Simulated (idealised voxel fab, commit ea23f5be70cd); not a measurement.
process module | voxel transistor to metal
cross-section cut | 145 nm wide | cells 5 nm
A cross-section is a grid of square cells, given in bands from the top down. A band is one or more rows of cells.
Each band's line starts with the height of the band's top and of its bottom, in nm. Then come its materials from left to right, each with its width in nm. One material with "throughout" fills the band from edge to edge. "air" is empty space.
Height 0 is the level under which the wafer as received is all one material. The lowest band goes on downwards, as in "0 down".
A width such as "30 to 40" changes by the same amount from each row of cells to the next, from the band's top row to its bottom row.
"no change" after a step means that no cell of the cross-section changed.
closed voids: empty space of 8 cells or more with no open way to the top, each as width x height at its distance from the left edge, in nm
after a step's settings: what the simulator itself notes on the step
overlay nm, on a step with a mask: how far to the right of its planned place the mask lay; to the left if negative
plan
1 op RECEIVE | material Si
2 op OXIDIZE | depth nm 5
3 op CONFORMAL_DEP | material SiN | thk nm 10
4 op DIRECTIONAL_DEP | material aC | thk nm 10
5 op PATTERN | tone cover | mask id ACTIVE | material resist | width nm 105 | thk nm 30 | overlay nm 0
6 op DIRECTIONAL_ETCH | etch materials aC | depth nm 10
7 op STRIP | etch materials resist
8 op DIRECTIONAL_ETCH | etch materials SiN | depth nm 10
9 op DIRECTIONAL_ETCH | etch materials SiO2 | depth nm 5
10 op DIRECTIONAL_ETCH | etch materials Si | depth nm 25
11 op STRIP | etch materials aC
12 op FILL_DEP | material SiO2 | thk nm 5
13 op CMP | height nm 10
14 op SELECTIVE_ETCH | etch materials SiO2 | depth nm 10
15 op STRIP | etch materials SiN
16 op SELECTIVE_ETCH | etch materials SiO2 | depth nm 5
17 op OXIDIZE | depth nm 5
18 op DIRECTIONAL_DEP | material polySi | thk nm 30
19 op DIRECTIONAL_DEP | material SiCN | thk nm 10
20 op DIRECTIONAL_DEP | material aC | thk nm 15
21 op PATTERN | tone cover | mask id GATE | material resist | width nm 35 | thk nm 30 | overlay nm 0
22 op DIRECTIONAL_ETCH | etch materials aC | depth nm 15
23 op STRIP | etch materials resist
24 op DIRECTIONAL_ETCH | etch materials SiCN | depth nm 20
25 op DIRECTIONAL_ETCH | etch materials polySi | depth nm 40
26 op STRIP | etch materials aC
27 op CONFORMAL_DEP | material SiN | thk nm 5
28 op DIRECTIONAL_ETCH | etch materials SiN | depth nm 5
29 op DIRECTIONAL_ETCH | etch materials SiO2 | depth nm 5
30 op DIRECTIONAL_ETCH | etch materials Si | depth nm 5
31 op EPI | material SiGe | thk nm 5
32 op FILL_DEP | material SiO2 | thk nm 10
33 op CMP | height nm 25
34 op STRIP | etch materials polySi
35 op SELECTIVE_ETCH | etch materials SiO2 | depth nm 5
36 op CONFORMAL_DEP | material HfO2 | thk nm 5
37 op CONFORMAL_DEP | material TiN | thk nm 5
38 op FILL_DEP | material W | thk nm 5
39 op CMP | height nm 20
40 op DIRECTIONAL_DEP | material SiO2 | thk nm 15
41 op DIRECTIONAL_DEP | material aC | thk nm 10
42 op PATTERN | tone open | mask id CONTACT | material resist | width nm 15 | pitch nm 80 | thk nm 30 | overlay nm 0
43 op DIRECTIONAL_ETCH | etch materials aC | depth nm 10
44 op STRIP | etch materials resist
45 op DIRECTIONAL_ETCH | etch materials SiO2 | depth nm 45
46 op STRIP | etch materials aC
47 op CONFORMAL_DEP | material TiN | thk nm 5
48 op FILL_DEP | material Ru | thk nm 5
49 op CMP | height nm 35
50 op CONFORMAL_DEP | material SiCN | thk nm 5
51 op DIRECTIONAL_DEP | material SiO2 | thk nm 25
52 op MASKED_ETCH | tone open | mask id METAL_1 | width nm 15 | pitch nm 80 | etch materials SiO2 | depth nm 25 | overlay nm 0
53 op MASKED_ETCH | tone open | mask id METAL_1 | width nm 15 | pitch nm 80 | etch materials SiCN | depth nm 5 | overlay nm 0
54 op CONFORMAL_DEP | material TiN | thk nm 5
55 op FILL_DEP | material Ru | thk nm 5
56 op CMP | height nm 65
57 op EPI | material Ru | thk nm 5
58 op FILL_DEP | material SiCN | thk nm 5
as received, after step 1
  0 down: Si throughout
  closed voids: none
a wafer at the end: this start, this plan, one mistake
  75 to 70: SiCN throughout
  70 to 65: SiCN 20 | Ru 25 | SiCN 55 | Ru 25 | SiCN 20
  65 to 40: SiO2 25 | TiN 5 | Ru 5 | TiN 5 | SiO2 65 | TiN 5 | Ru 5 | TiN 5 | SiO2 25
  40 to 35: SiCN 25 | TiN 15 | SiCN 65 | TiN 15 | SiCN 25
  35 to 20: SiO2 25 | TiN 5 | Ru 5 | TiN 5 | SiO2 65 | TiN 5 | Ru 5 | TiN 5 | SiO2 25
  20 to 0: SiO2 25 | TiN 5 | Ru 5 | TiN 5 | SiO2 10 | SiN 5 | TiN 5 | HfO2 5 | W 15 | HfO2 5 | TiN 5 | SiN 5 | SiO2 10 | TiN 5 | Ru 5 | TiN 5 | SiO2 25
  0 to -5: SiO2 25 | TiN 5 | Ru 5 | TiN 5 | SiO2 10 | SiN 5 | TiN 5 | HfO2 25 | TiN 5 | SiN 5 | SiO2 10 | TiN 5 | Ru 5 | TiN 5 | SiO2 25
  -5 to -10: SiO2 25 | TiN 15 | SiO2 5 | SiGe 5 | TiN 45 | SiGe 5 | SiO2 5 | TiN 15 | SiO2 25
  -10 to -15: SiO2 20 | SiGe 30 | Si 45 | SiGe 30 | SiO2 20
  -15 to -30: SiO2 20 | Si 105 | SiO2 20
  -30 down: Si throughout
  closed voids: none
what went wrong: steps 36 and 37 were swapped
